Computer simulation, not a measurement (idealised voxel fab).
process module | voxel trench capacitor
Square cells of 5 nm make up the cross-section cut, whose width is 235 nm.
Throughout this document, each cross-section is represented as a grid of square cells and is presented as a sequence of bands enumerated from the top downward, where a band comprises one or more rows of cells. Heights first: top, then bottom, in nm. Then materials, left to right, each with a width in nm. "edge to edge" on a single material: fills the band edge to edge. "air": empty space. Ref level 0: as-received wafer is one material below here. Bottom band extends down with no lower bound ("top 0, no bottom"). Width "30->40": first value at the band's top row of cells, second value at its bottom row, equal change from row to row. Step marked "nothing got changed"? Then no cell in the cross-section changed in it. For the entry "Voids lacking openings", the listed items are empty spaces with no open way to the top whose size is 8 cells or more; each item follows the pattern width x height at distance, where distance is from the left edge and all three are in nm. On a step's line, text after the settings is the simulator commenting on that step. A step line may carry the setting "overlay nm", which, for steps involving a mask, states the distance by which the mask lay to the right of its intended position; negative values denote displacement to the left.

So here's the lineup of process steps we planned
| 1 | RECEIVE: material Si |
| 2 | CONFORMAL_DEP: material SiN, thk nm 10 |
| 3 | MASKED_ETCH: tone open, mask id TRENCH, width nm 15, pitch nm 45, etch materials SiN, depth nm 10, overlay nm 0 |
| 4 | MASKED_ETCH: tone open, mask id TRENCH, width nm 15, pitch nm 45, etch materials Si, depth nm 25, overlay nm 0 |
| 5 | CONFORMAL_DEP: material SiO2, thk nm 5 |
| 6 | FILL_DEP: material polySi, thk nm 5 |
| 7 | CMP: height nm 10 |

First out of two wafers; run went to plan

as received, after step 1
	top 0, no bottom: Si edge to edge
	Voids lacking openings: none

Step 2 done - wafer cross-section
	top 10, bottom 0: SiN edge to edge
	Whatever lies below 0 is exactly as it was before.

Step 3 done - wafer cross-section
	top 10, bottom 0: SiN 85 nm, then air 15 nm, then SiN 30 nm, then air 15 nm, then SiN 90 nm
	Whatever lies below 0 is exactly as it was before.

Step 4 done - wafer cross-section
	top 10, bottom 0: SiN 85 nm, then air 15 nm, then SiN 30 nm, then air 15 nm, then SiN 90 nm
	top 0, bottom -25: Si 85 nm, then air 15 nm, then Si 30 nm, then air 15 nm, then Si 90 nm
	Whatever lies below -25 is exactly as it was before.

Step 5 done - wafer cross-section
	top 15, bottom 10: SiO2 90 nm, then air 5 nm, then SiO2 40 nm, then air 5 nm, then SiO2 95 nm
	top 10, bottom 0: SiN 85 nm, then SiO2 5 nm, then air 5 nm, then SiO2 5 nm, then SiN 30 nm, then SiO2 5 nm, then air 5 nm, then SiO2 5 nm, then SiN 90 nm
	top 0, bottom -20: Si 85 nm, then SiO2 5 nm, then air 5 nm, then SiO2 5 nm, then Si 30 nm, then SiO2 5 nm, then air 5 nm, then SiO2 5 nm, then Si 90 nm
	top -20, bottom -25: Si 85 nm, then SiO2 15 nm, then Si 30 nm, then SiO2 15 nm, then Si 90 nm
	Whatever lies below -25 is exactly as it was before.

Step 6 done - wafer cross-section
	top 20, bottom 15: polySi edge to edge
	top 15, bottom 10: SiO2 90 nm, then polySi 5 nm, then SiO2 40 nm, then polySi 5 nm, then SiO2 95 nm
	top 10, bottom 0: SiN 85 nm, then SiO2 5 nm, then polySi 5 nm, then SiO2 5 nm, then SiN 30 nm, then SiO2 5 nm, then polySi 5 nm, then SiO2 5 nm, then SiN 90 nm
	top 0, bottom -20: Si 85 nm, then SiO2 5 nm, then polySi 5 nm, then SiO2 5 nm, then Si 30 nm, then SiO2 5 nm, then polySi 5 nm, then SiO2 5 nm, then Si 90 nm
	Whatever lies below -20 is exactly as it was before.

Step 7 done - wafer cross-section
	top 10, bottom 0: SiN 85 nm, then SiO2 5 nm, then polySi 5 nm, then SiO2 5 nm, then SiN 30 nm, then SiO2 5 nm, then polySi 5 nm, then SiO2 5 nm, then SiN 90 nm
	Whatever lies below 0 is exactly as it was before.

Second Wafer (Identical Start and Plan, One Processing Error; Matches First Wafer Through Step 2)

Cross-section, second wafer, at the end time the plan gives for step 3
	top 10, bottom 0: SiN 80 nm, then air 25 nm, then SiN 20 nm, then air 25 nm, then SiN 85 nm
	Whatever lies below 0 is exactly as it was before.

Cross-section, second wafer, at the end time the plan gives for step 4
	top 10, bottom 0: SiN 80 nm, then air 25 nm, then SiN 20 nm, then air 25 nm, then SiN 85 nm
	top 0, bottom -25: Si 85 nm, then air 15 nm, then Si 30 nm, then air 15 nm, then Si 90 nm
	Whatever lies below -25 is exactly as it was before.

Cross-section, second wafer, at the end time the plan gives for step 5
	top 15, bottom 10: SiO2 85 nm, then air 15 nm, then SiO2 30 nm, then air 15 nm, then SiO2 90 nm
	top 10, bottom 0: SiN 80 nm, then SiO2 5->10 nm, then air 15->5 nm, then SiO2 5->10 nm, then SiN 20 nm, then SiO2 5->10 nm, then air 15->5 nm, then SiO2 5->10 nm, then SiN 85 nm
	top 0, bottom -20: Si 85 nm, then SiO2 5 nm, then air 5 nm, then SiO2 5 nm, then Si 30 nm, then SiO2 5 nm, then air 5 nm, then SiO2 5 nm, then Si 90 nm
	top -20, bottom -25: Si 85 nm, then SiO2 15 nm, then Si 30 nm, then SiO2 15 nm, then Si 90 nm
	Whatever lies below -25 is exactly as it was before.

Cross-section, second wafer, at the end time the plan gives for step 6
	top 20, bottom 15: polySi edge to edge
	top 15, bottom 10: SiO2 85 nm, then polySi 15 nm, then SiO2 30 nm, then polySi 15 nm, then SiO2 90 nm
	top 10, bottom 0: SiN 80 nm, then SiO2 5->10 nm, then polySi 15->5 nm, then SiO2 5->10 nm, then SiN 20 nm, then SiO2 5->10 nm, then polySi 15->5 nm, then SiO2 5->10 nm, then SiN 85 nm
	top 0, bottom -20: Si 85 nm, then SiO2 5 nm, then polySi 5 nm, then SiO2 5 nm, then Si 30 nm, then SiO2 5 nm, then polySi 5 nm, then SiO2 5 nm, then Si 90 nm
	Whatever lies below -20 is exactly as it was before.

Cross-section, second wafer, at the end time the plan gives for step 7
	top 10, bottom 0: SiN 80 nm, then SiO2 5->10 nm, then polySi 15->5 nm, then SiO2 5->10 nm, then SiN 20 nm, then SiO2 5->10 nm, then polySi 15->5 nm, then SiO2 5->10 nm, then SiN 85 nm
	Whatever lies below 0 is exactly as it was before.
Deviation from plan: rather than as planned, step 3 actually ran as MASKED_ETCH: tone open, mask id TRENCH, width nm 25, pitch nm 45, etch materials SiN, depth nm 10, overlay nm 0
Per the end-of-run cell counts, the second wafer holds more or fewer of some materials than the first: 8 fewer of SiN, 4 more of SiO2, 4 more of polySi
